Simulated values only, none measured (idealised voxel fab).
A process module follows: voxel fin reveal.
For reference, the cross-section in this document is cut, with width 240 nm and square cells of 5 nm.
Notation: cross-section as square-cell grid; stated in bands, top first, going down; one or more cell rows per band. The entry gives the band's vertical extent as a top height and a bottom height in nm, then its horizontal make-up as materials from left to right, each with a width in nm. "blank" stands for empty space; a single material marked "everywhere" fills the band edge to edge. Below 0: as-received wafer, all one material; heights counted from there. Lowest band: no bottom, goes on down, written "0 -> down". The width entry "30->40" should be interpreted row by row: the top row of cells in the band takes the first number, the bottom row takes the second number, and the change between adjacent rows is uniform throughout. No cell of the cross-section changed in a step that is given as "no change". The entry "closed voids" lists the empty spaces that cover at least 8 cells and have no open path to the top. Each is written as width x height at distance, where the distance is measured from the left edge and all three values are in nm. That trailing text on a step's line, after the settings, is the simulator's own remark on the step. "overlay nm" on a masked step: distance the mask lay right of its planned place, negative for left.
THE PLANNED PROCESS STEPS ARE ENUMERATED HEREUNDER
| 1 | RECEIVE, material Si |
| 2 | CONFORMAL_DEP, material SiN, thk nm 5 |
| 3 | DIRECTIONAL_DEP, material aC, thk nm 15 |
| 4 | PATTERN, tone cover, mask id FINS, material resist, width nm 15, pitch nm 45, thk nm 35, overlay nm 0 |
| 5 | DIRECTIONAL_ETCH, etch materials aC, depth nm 15 |
| 6 | STRIP, etch materials resist |
| 7 | DIRECTIONAL_ETCH, etch materials SiN, depth nm 5 |
| 8 | DIRECTIONAL_ETCH, etch materials Si, depth nm 35 |
| 9 | STRIP, etch materials aC |
| 10 | FILL_DEP, material SiO2, thk nm 15 |
| 11 | CMP, height nm 5 |
| 12 | SELECTIVE_ETCH, etch materials SiO2, depth nm 30 |
| 13 | STRIP, etch materials SiN |
| 14 | CONFORMAL_DEP, material HfO2, thk nm 5 |
FIRST OF THE TWO WAFERS, RUN PER PLAN
SHOWN IN CROSS-SECTION IS THE WAFER AS RECEIVED, THAT IS, AS IT STANDS AFTER STEP 1
- 0 -> down  Si everywhere
- closed voids: none
YOU'RE LOOKING AT A CROSS-SECTION OF THE WAFER AFTER STEP 2
- 5 -> 0  SiN everywhere
- Under 0: no change, same as before.
YOU'RE LOOKING AT A CROSS-SECTION OF THE WAFER AFTER STEP 3
- 20 -> 5  aC everywhere
- Under 5: no change, same as before.
YOU'RE LOOKING AT A CROSS-SECTION OF THE WAFER AFTER STEP 4
- 55 -> 20  blank 65 nm  resist 15 nm  blank 30 nm  resist 15 nm  blank 30 nm  resist 15 nm  blank 70 nm
- Under 20: no change, same as before.
YOU'RE LOOKING AT A CROSS-SECTION OF THE WAFER AFTER STEP 5
- 40 -> 20  blank 65 nm  resist 15 nm  blank 30 nm  resist 15 nm  blank 30 nm  resist 15 nm  blank 70 nm
- 20 -> 5  blank 65 nm  aC 15 nm  blank 30 nm  aC 15 nm  blank 30 nm  aC 15 nm  blank 70 nm
- Under 5: no change, same as before.
YOU'RE LOOKING AT A CROSS-SECTION OF THE WAFER AFTER STEP 6
- 20 -> 5  blank 65 nm  aC 15 nm  blank 30 nm  aC 15 nm  blank 30 nm  aC 15 nm  blank 70 nm
- Under 5: no change, same as before.
YOU'RE LOOKING AT A CROSS-SECTION OF THE WAFER AFTER STEP 7
- 20 -> 5  blank 65 nm  aC 15 nm  blank 30 nm  aC 15 nm  blank 30 nm  aC 15 nm  blank 70 nm
- 5 -> 0  blank 65 nm  SiN 15 nm  blank 30 nm  SiN 15 nm  blank 30 nm  SiN 15 nm  blank 70 nm
- Under 0: no change, same as before.
YOU'RE LOOKING AT A CROSS-SECTION OF THE WAFER AFTER STEP 8
- 20 -> 5  blank 65 nm  aC 15 nm  blank 30 nm  aC 15 nm  blank 30 nm  aC 15 nm  blank 70 nm
- 5 -> 0  blank 65 nm  SiN 15 nm  blank 30 nm  SiN 15 nm  blank 30 nm  SiN 15 nm  blank 70 nm
- 0 -> -35  blank 65 nm  Si 15 nm  blank 30 nm  Si 15 nm  blank 30 nm  Si 15 nm  blank 70 nm
- Under -35: no change, same as before.
YOU'RE LOOKING AT A CROSS-SECTION OF THE WAFER AFTER STEP 9
- 5 -> 0  blank 65 nm  SiN 15 nm  blank 30 nm  SiN 15 nm  blank 30 nm  SiN 15 nm  blank 70 nm
- Under 0: no change, same as before.
YOU'RE LOOKING AT A CROSS-SECTION OF THE WAFER AFTER STEP 10
- 20 -> 5  SiO2 everywhere
- 5 -> 0  SiO2 65 nm  SiN 15 nm  SiO2 30 nm  SiN 15 nm  SiO2 30 nm  SiN 15 nm  SiO2 70 nm
- 0 -> -35  SiO2 65 nm  Si 15 nm  SiO2 30 nm  Si 15 nm  SiO2 30 nm  Si 15 nm  SiO2 70 nm
- Under -35: no change, same as before.
YOU'RE LOOKING AT A CROSS-SECTION OF THE WAFER AFTER STEP 11
- 5 -> 0  SiO2 65 nm  SiN 15 nm  SiO2 30 nm  SiN 15 nm  SiO2 30 nm  SiN 15 nm  SiO2 70 nm
- Under 0: no change, same as before.
YOU'RE LOOKING AT A CROSS-SECTION OF THE WAFER AFTER STEP 12
- 5 -> 0  blank 65 nm  SiN 15 nm  blank 30 nm  SiN 15 nm  blank 30 nm  SiN 15 nm  blank 70 nm
- 0 -> -25  blank 65 nm  Si 15 nm  blank 30 nm  Si 15 nm  blank 30 nm  Si 15 nm  blank 70 nm
- Under -25: no change, same as before.
YOU'RE LOOKING AT A CROSS-SECTION OF THE WAFER AFTER STEP 13
- 0 -> -25  blank 65 nm  Si 15 nm  blank 30 nm  Si 15 nm  blank 30 nm  Si 15 nm  blank 70 nm
- Under -25: no change, same as before.
YOU'RE LOOKING AT A CROSS-SECTION OF THE WAFER AFTER STEP 14
- 5 -> 0  blank 60 nm  HfO2 25 nm  blank 20 nm  HfO2 25 nm  blank 20 nm  HfO2 25 nm  blank 65 nm
- 0 -> -20  blank 60 nm  HfO2 5 nm  Si 15 nm  HfO2 5 nm  blank 20 nm  HfO2 5 nm  Si 15 nm  HfO2 5 nm  blank 20 nm  HfO2 5 nm  Si 15 nm  HfO2 5 nm  blank 65 nm
- -20 -> -25  HfO2 65 nm  Si 15 nm  HfO2 30 nm  Si 15 nm  HfO2 30 nm  Si 15 nm  HfO2 70 nm
- Under -25: no change, same as before.
WHAT FOLLOWS CONCERNS THE SECOND WAFER, WHICH STARTED OUT LIKE THE FIRST AND WAS MEANT TO FOLLOW THE VERY SAME PLAN; ONE MISTAKE CREPT IN WHEN IT WAS RUN, BUT EVERYTHING UP TO AND INCLUDING STEP 7 IS THE SAME AS FOR THE FIRST WAFER
AT THE PLANNED END OF STEP 8, THE SECOND WAFER IN CROSS-SECTION
- 20 -> 5  blank 65 nm  aC 15 nm  blank 30 nm  aC 15 nm  blank 30 nm  aC 15 nm  blank 70 nm
- 5 -> 0  blank 65 nm  SiN 15 nm  blank 30 nm  SiN 15 nm  blank 30 nm  SiN 15 nm  blank 70 nm
- 0 -> -70  blank 65 nm  Si 15 nm  blank 30 nm  Si 15 nm  blank 30 nm  Si 15 nm  blank 70 nm
- Under -70: no change, same as before.
AT THE PLANNED END OF STEP 9, THE SECOND WAFER IN CROSS-SECTION
- 5 -> 0  blank 65 nm  SiN 15 nm  blank 30 nm  SiN 15 nm  blank 30 nm  SiN 15 nm  blank 70 nm
- Under 0: no change, same as before.
AT THE PLANNED END OF STEP 10, THE SECOND WAFER IN CROSS-SECTION
- 20 -> 5  SiO2 everywhere
- 5 -> 0  SiO2 65 nm  SiN 15 nm  SiO2 30 nm  SiN 15 nm  SiO2 30 nm  SiN 15 nm  SiO2 70 nm
- 0 -> -70  SiO2 65 nm  Si 15 nm  SiO2 30 nm  Si 15 nm  SiO2 30 nm  Si 15 nm  SiO2 70 nm
- Under -70: no change, same as before.
AT THE PLANNED END OF STEP 11, THE SECOND WAFER IN CROSS-SECTION
- 5 -> 0  SiO2 65 nm  SiN 15 nm  SiO2 30 nm  SiN 15 nm  SiO2 30 nm  SiN 15 nm  SiO2 70 nm
- Under 0: no change, same as before.
AT THE PLANNED END OF STEP 12, THE SECOND WAFER IN CROSS-SECTION
- 5 -> 0  blank 65 nm  SiN 15 nm  blank 30 nm  SiN 15 nm  blank 30 nm  SiN 15 nm  blank 70 nm
- 0 -> -25  blank 65 nm  Si 15 nm  blank 30 nm  Si 15 nm  blank 30 nm  Si 15 nm  blank 70 nm
- Under -25: no change, same as before.
AT THE PLANNED END OF STEP 13, THE SECOND WAFER IN CROSS-SECTION
- 0 -> -25  blank 65 nm  Si 15 nm  blank 30 nm  Si 15 nm  blank 30 nm  Si 15 nm  blank 70 nm
- Under -25: no change, same as before.
AT THE PLANNED END OF STEP 14, THE SECOND WAFER IN CROSS-SECTION
- 5 -> 0  blank 60 nm  HfO2 25 nm  blank 20 nm  HfO2 25 nm  blank 20 nm  HfO2 25 nm  blank 65 nm
- 0 -> -20  blank 60 nm  HfO2 5 nm  Si 15 nm  HfO2 5 nm  blank 20 nm  HfO2 5 nm  Si 15 nm  HfO2 5 nm  blank 20 nm  HfO2 5 nm  Si 15 nm  HfO2 5 nm  blank 65 nm
- -20 -> -25  HfO2 65 nm  Si 15 nm  HfO2 30 nm  Si 15 nm  HfO2 30 nm  Si 15 nm  HfO2 70 nm
- Under -25: no change, same as before.
Processing error: step 8, plan: ran twice
End of process, cell counts, second wafer against first, materials with more or fewer: Si -273; SiO2 +273
